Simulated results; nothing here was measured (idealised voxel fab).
voxel wiring stack: a process module
Cross-sectional view cut (width: 190 nm; square cell size: 5 nm).
When this document writes out a cross-section, it uses a grid of square cells and lists it as bands, beginning at the top and moving down, with a band standing for one or more rows of cells.
Within each band entry, the heights of the top and of the bottom of the band appear first, in that order and in nm; the materials of the band then follow from left to right, each with its corresponding width in nm. The designation "all across" on a single material indicates that it fills the band from edge to edge; the designation "blank" indicates empty space.
Note: height 0 marks the level under which the wafer is uniformly one material as received. Lowest band unbounded below, written "top 0, no bottom".
A width given as "30..40" starts at the first number in the band's top row and ends at the second number in its bottom row, shifting by an equal amount at every step from row to row.
What does "stayed the same" mean for a step? It means no cell of the cross-section changed in that step.
Reported under the label "Closed void catalog" are the empty spaces having no open way to the top and comprising 8 cells or more; the notation for each is width x height at distance, in which the distance is measured from the left edge and all three values are in nm.
If you see something after the settings on a step's line, that's the simulator's own remark about that step.
A step line may carry the setting "overlay nm", which, for steps involving a mask, states the distance by which the mask lay to the right of its intended position; negative values denote displacement to the left.

The steps planned for the process are as follows
1. RECEIVE | material Si
2. CONFORMAL_DEP | material SiO2 | thk nm 10
3. CONFORMAL_DEP | material SiCN | thk nm 5
4. DIRECTIONAL_DEP | material lowk | thk nm 20
5. MASKED_ETCH | tone open | mask id METAL_1 | width nm 25 | pitch nm 40 | etch materials lowk | depth nm 20 | overlay nm 0
6. MASKED_ETCH | tone open | mask id METAL_1 | width nm 25 | pitch nm 40 | etch materials SiCN | depth nm 5 | overlay nm 0
7. CONFORMAL_DEP | material TiN | thk nm 5
8. FILL_DEP | material W | thk nm 10
9. CMP | height nm 35
10. CONFORMAL_DEP | material SiCN | thk nm 5
11. DIRECTIONAL_DEP | material lowk | thk nm 10
12. PATTERN | tone open | mask id PLUG_1 | material resist | width nm 15 | pitch nm 40 | thk nm 20 | overlay nm 0
13. DIRECTIONAL_ETCH | etch materials lowk | depth nm 10
14. DIRECTIONAL_ETCH | etch materials SiCN | depth nm 5
15. STRIP | etch materials resist
16. EPI | material Ru | thk nm 10
17. EPI | material Ru | thk nm 5
18. CONFORMAL_DEP | material SiCN | thk nm 5
19. DIRECTIONAL_DEP | material lowk | thk nm 15
20. DIRECTIONAL_DEP | material aC | thk nm 10
21. PATTERN | tone open | mask id METAL_2 | material resist | width nm 25 | pitch nm 40 | thk nm 25 | overlay nm 0
22. DIRECTIONAL_ETCH | etch materials aC | depth nm 10
23. STRIP | etch materials resist
24. DIRECTIONAL_ETCH | etch materials lowk | depth nm 15
25. DIRECTIONAL_ETCH | etch materials SiCN | depth nm 5
26. STRIP | etch materials aC
27. CONFORMAL_DEP | material TiN | thk nm 5
28. FILL_DEP | material Ru | thk nm 10
29. CMP | height nm 70
30. EPI | material Ru | thk nm 5
31. FILL_DEP | material SiCN | thk nm 5
32. DIRECTIONAL_DEP | material lowk | thk nm 30
33. MASKED_ETCH | tone open | mask id METAL_3 | width nm 25 | pitch nm 40 | etch materials lowk | depth nm 20 | overlay nm 0
34. DIRECTIONAL_DEP | material aC | thk nm 15
35. PATTERN | tone open | mask id METAL_3_HOLES | material resist | width nm 15 | thk nm 35 | overlay nm 0
36. DIRECTIONAL_ETCH | etch materials aC | depth nm 15
37. STRIP | etch materials resist
38. DIRECTIONAL_ETCH | etch materials lowk | depth nm 10
39. DIRECTIONAL_ETCH | etch materials SiCN | depth nm 5
40. STRIP | etch materials aC
41. CONFORMAL_DEP | material TiN | thk nm 5
42. FILL_DEP | material Ru | thk nm 5
43. CMP | height nm 110
44. CONFORMAL_DEP | material SiN | thk nm 5

The cross-section here shows the wafer as received, i.e. in its state after step 1
* top 0, no bottom: Si all across
* Closed void catalog: none

End-of-module cross-section. Starting structure and process plan as above; one mistake made in running it
* top 115, bottom 110: SiN all across
* top 110, bottom 80: lowk all across
* top 80, bottom 75: SiCN all across
* top 75, bottom 70: 55 SiCN / 35 Ru / 5 SiCN / 35 Ru / 60 SiCN
* top 70, bottom 55: 60 lowk / 5 TiN / 15 Ru / 5 TiN / 15 lowk / 5 TiN / 15 Ru / 5 TiN / 65 lowk
* top 55, bottom 50: 60 SiCN / 25 TiN / 15 SiCN / 25 TiN / 65 SiCN
* top 50, bottom 40: 60 lowk / 15 Ru / 25 lowk / 15 Ru / 75 lowk
* top 40, bottom 35: 60 SiCN / 15 Ru / 25 SiCN / 15 Ru / 75 SiCN
* top 35, bottom 15: 60 lowk / 5 TiN / 15 W / 5 TiN / 15 lowk / 5 TiN / 15 W / 5 TiN / 65 lowk
* top 15, bottom 10: 60 SiCN / 25 TiN / 15 SiCN / 25 TiN / 65 SiCN
* top 10, bottom 0: SiO2 all across
* top 0, no bottom: Si all across
* Closed void catalog: none
What was done differently from what was planned? step 32 of the plan was executed twice over
